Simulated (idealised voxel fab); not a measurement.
process module | voxel plated lines
cross-section cut | 235 nm wide | cells 5 nm
A cross-section is a grid of square cells, given in bands from the top down. A band is one or more rows of cells.
Each band's line starts with the height of the band's top and of its bottom, in nm. Then come its materials from left to right, each with its width in nm. One material with "throughout" fills the band from edge to edge. "air" is empty space.
Height 0 is the level under which the wafer as received is all one material. The lowest band goes on downwards, as in "0 down".
A width such as "30 to 40" changes by the same amount from each row of cells to the next, from the band's top row to its bottom row.
"no change" after a step means that no cell of the cross-section changed.
closed voids: empty space of 8 cells or more with no open way to the top, each as width x height at its distance from the left edge, in nm
after a step's settings: what the simulator itself notes on the step
overlay nm, on a step with a mask: how far to the right of its planned place the mask lay; to the left if negative
plan
1 op RECEIVE | material Si
2 op CONFORMAL_DEP | material Al2O3 | thk nm 5
3 op DIRECTIONAL_DEP | material TiN | thk nm 5
4 op PATTERN | tone open | mask id LINES | material resist | width nm 25 | pitch nm 55 | thk nm 30 | overlay nm 0
5 op EPI | material Ru | thk nm 5
6 op EPI | material Ru | thk nm 5
7 op STRIP | etch materials resist
8 op DIRECTIONAL_ETCH | etch materials TiN | depth nm 5
9 op CONFORMAL_DEP | material SiN | thk nm 10
as received, after step 1
  0 down: Si throughout
  closed voids: none
a wafer at the end: this start, this plan, one mistake
  30 to 20: air 10 | Al2O3 45 | air 10 | Al2O3 45 | air 10 | Al2O3 45 | air 10 | Al2O3 45 | air 15
  20 to 15: air 10 | Al2O3 10 | Ru 25 | Al2O3 10 | air 10 | Al2O3 10 | Ru 25 | Al2O3 10 | air 10 | Al2O3 10 | Ru 25 | Al2O3 10 | air 10 | Al2O3 10 | Ru 25 | Al2O3 10 | air 15
  15 to 10: Al2O3 20 | Ru 25 | Al2O3 30 | Ru 25 | Al2O3 30 | Ru 25 | Al2O3 30 | Ru 25 | Al2O3 25
  10 to 5: Al2O3 20 | TiN 25 | Al2O3 30 | TiN 25 | Al2O3 30 | TiN 25 | Al2O3 30 | TiN 25 | Al2O3 25
  5 to 0: Al2O3 throughout
  0 down: Si throughout
  closed voids: none
what went wrong: step 9 ran as: op CONFORMAL_DEP | material Al2O3 | thk nm 10
